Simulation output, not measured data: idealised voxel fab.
Herein follows the process module entitled voxel gate over fins.
Cross-sectional view cut (width: 240 nm; square cell size: 5 nm).
In what follows, cross-sections appear as grids of square cells, described through bands that run from the top down, where every band is one or more rows of cells. A band entry consists of two parts. The first gives the height of the band's top and the height of its bottom, in nm. The rest lists the band's materials from left to right, each with its width in nm. A single material labelled with the word "edge to edge" fills the band from edge to edge, and the word "air" marks empty space. Basically, 0 is our baseline, since under it the wafer straight out of the box is all one material. The bottom band has no lower end and keeps on going down, so it looks like "0 and below". The notation "30 to 40" denotes a width that varies across the rows of cells in the band, beginning at the first number in the top row, finishing at the second number in the bottom row, and changing by an identical amount from each row to the next. The cross-section has no changed cell in any step marked "no alterations made". Enclosed voids (no open way to top), threshold 8 cells or more, entry "Closed void roster", notation width x height at distance, distance from left edge, nm. Heads up: the bit after the settings on a step's line is the simulator's remark on that step. If you see "overlay nm" on a step's line and that step has a mask, it's telling you how far right of where it was planned the mask ended up; a negative number means it went left instead.
-- plan
1: RECEIVE: material Si
2: CONFORMAL_DEP: material SiN, thk nm 5
3: DIRECTIONAL_DEP: material aC, thk nm 15
4: PATTERN: tone cover, mask id FINS, material resist, width nm 15, pitch nm 50, thk nm 30, overlay nm 0
5: DIRECTIONAL_ETCH: etch materials aC, depth nm 15
6: STRIP: etch materials resist
7: DIRECTIONAL_ETCH: etch materials SiN, depth nm 5
8: DIRECTIONAL_ETCH: etch materials Si, depth nm 35
9: STRIP: etch materials aC
10: OXIDIZE: depth nm 5
11: FILL_DEP: material SiO2, thk nm 15
12: CMP: height nm 5
13: DIRECTIONAL_DEP: material aC, thk nm 10
14: PATTERN: tone open, mask id RAIL, material resist, width nm 15, thk nm 30, overlay nm 0
15: DIRECTIONAL_ETCH: etch materials aC, depth nm 10
16: STRIP: etch materials resist
17: DIRECTIONAL_ETCH: etch materials SiO2, depth nm 35
18: STRIP: etch materials aC
19: CONFORMAL_DEP: material TiN, thk nm 5
20: FILL_DEP: material W, thk nm 5
21: CMP: height nm 5
22: SELECTIVE_ETCH: etch materials W Ru TiN, depth nm 25
23: FILL_DEP: material SiO2, thk nm 5
24: CMP: height nm 5
25: SELECTIVE_ETCH: etch materials SiO2, depth nm 15
26: STRIP: etch materials SiN
27: CONFORMAL_DEP: material HfO2, thk nm 5
28: CONFORMAL_DEP: material TiN, thk nm 5
29: CONFORMAL_DEP: material TiAl, thk nm 5
30: CONFORMAL_DEP: material TiN, thk nm 5
31: FILL_DEP: material W, thk nm 15
32: CMP: height nm 30
33: CONFORMAL_DEP: material SiN, thk nm 10
Wafers differ in width nm at step 4; plan lists the first wafer's value; identical starting state.
-- First of several wafers, received after step 1, in cross-section
* 0 and below | Si edge to edge
* Closed void roster: none
-- Wafer cross-section (first of several) - module end, post step 33 (last step)
* 40 down to 30 | SiN edge to edge
* 30 down to 20 | W edge to edge
* 20 down to 15 | W: 70; TiN: 45; W: 5; TiN: 45; W: 75
* 15 down to 10 | W: 70; TiN: 5; TiAl: 35; TiN: 5; W: 5; TiN: 5; TiAl: 35; TiN: 5; W: 75
* 10 down to 5 | TiN: 75; TiAl: 5; TiN: 25; TiAl: 5; TiN: 15; TiAl: 5; TiN: 25; TiAl: 5; TiN: 80
* 5 down to 0 | TiAl: 80; TiN: 5; HfO2: 15; TiN: 5; TiAl: 25; TiN: 5; HfO2: 15; TiN: 5; TiAl: 85
* 0 down to -5 | TiN: 85; HfO2: 5; Si: 5; HfO2: 5; TiN: 35; HfO2: 5; Si: 5; HfO2: 5; TiN: 90
* -5 down to -10 | HfO2: 90; Si: 5; HfO2: 45; Si: 5; HfO2: 95
* -10 down to -20 | SiO2: 90; Si: 5; SiO2: 45; Si: 5; SiO2: 95
* -20 down to -25 | SiO2: 90; Si: 5; SiO2: 15; TiN: 5; W: 5; TiN: 5; SiO2: 15; Si: 5; SiO2: 95
* -25 down to -30 | SiO2: 90; Si: 5; SiO2: 15; TiN: 15; SiO2: 15; Si: 5; SiO2: 95
* -30 down to -40 | SiO2: 90; Si: 5; SiO2: 45; Si: 5; SiO2: 95
* -40 and below | Si edge to edge
* Closed void roster: none
-- Last wafer, end of module, cross-section
* 40 down to 30 | SiN edge to edge
* 30 down to 20 | W edge to edge
* 20 down to 15 | W: 65; TiN: 110; W: 65
* 15 down to 10 | W: 65; TiN: 5; TiAl: 100; TiN: 5; W: 65
* 10 down to 5 | TiN: 70; TiAl: 5; TiN: 40; TiAl: 10; TiN: 40; TiAl: 5; TiN: 70
* 5 down to 0 | TiAl: 75; TiN: 5; HfO2: 30; TiN: 5; TiAl: 10; TiN: 5; HfO2: 30; TiN: 5; TiAl: 75
* 0 down to -5 | TiN: 80; HfO2: 5; Si: 20; HfO2: 5; TiN: 20; HfO2: 5; Si: 20; HfO2: 5; TiN: 80
* -5 down to -10 | HfO2: 85; Si: 20; HfO2: 30; Si: 20; HfO2: 85
* -10 down to -20 | SiO2: 85; Si: 20; SiO2: 30; Si: 20; SiO2: 85
* -20 down to -25 | SiO2: 85; Si: 20; SiO2: 5; TiN: 5; W: 5; TiN: 5; SiO2: 10; Si: 20; SiO2: 85
* -25 down to -30 | SiO2: 85; Si: 20; SiO2: 5; TiN: 15; SiO2: 10; Si: 20; SiO2: 85
* -30 down to -40 | SiO2: 85; Si: 20; SiO2: 30; Si: 20; SiO2: 85
* -40 and below | Si edge to edge
* Closed void roster: none
-- The table below has one row for each wafer; a row shows, as of the end of the module, how many cells of each material the wafer has gained, marked (+), or lost, marked (-), since it was received, and then the wafer's closed voids
width nm 15 | +56 HfO2 | -368 Si | +96 SiN | +270 SiO2 | +56 TiAl | +117 TiN | +157 W | Closed void roster: none
width nm 20 | +56 HfO2 | -352 Si | +96 SiN | +258 SiO2 | +56 TiAl | +117 TiN | +153 W | Closed void roster: none
width nm 25 | +56 HfO2 | -336 Si | +96 SiN | +246 SiO2 | +56 TiAl | +115 TiN | +151 W | Closed void roster: none
width nm 30 | +56 HfO2 | -320 Si | +96 SiN | +234 SiO2 | +56 TiAl | +113 TiN | +149 W | Closed void roster: none
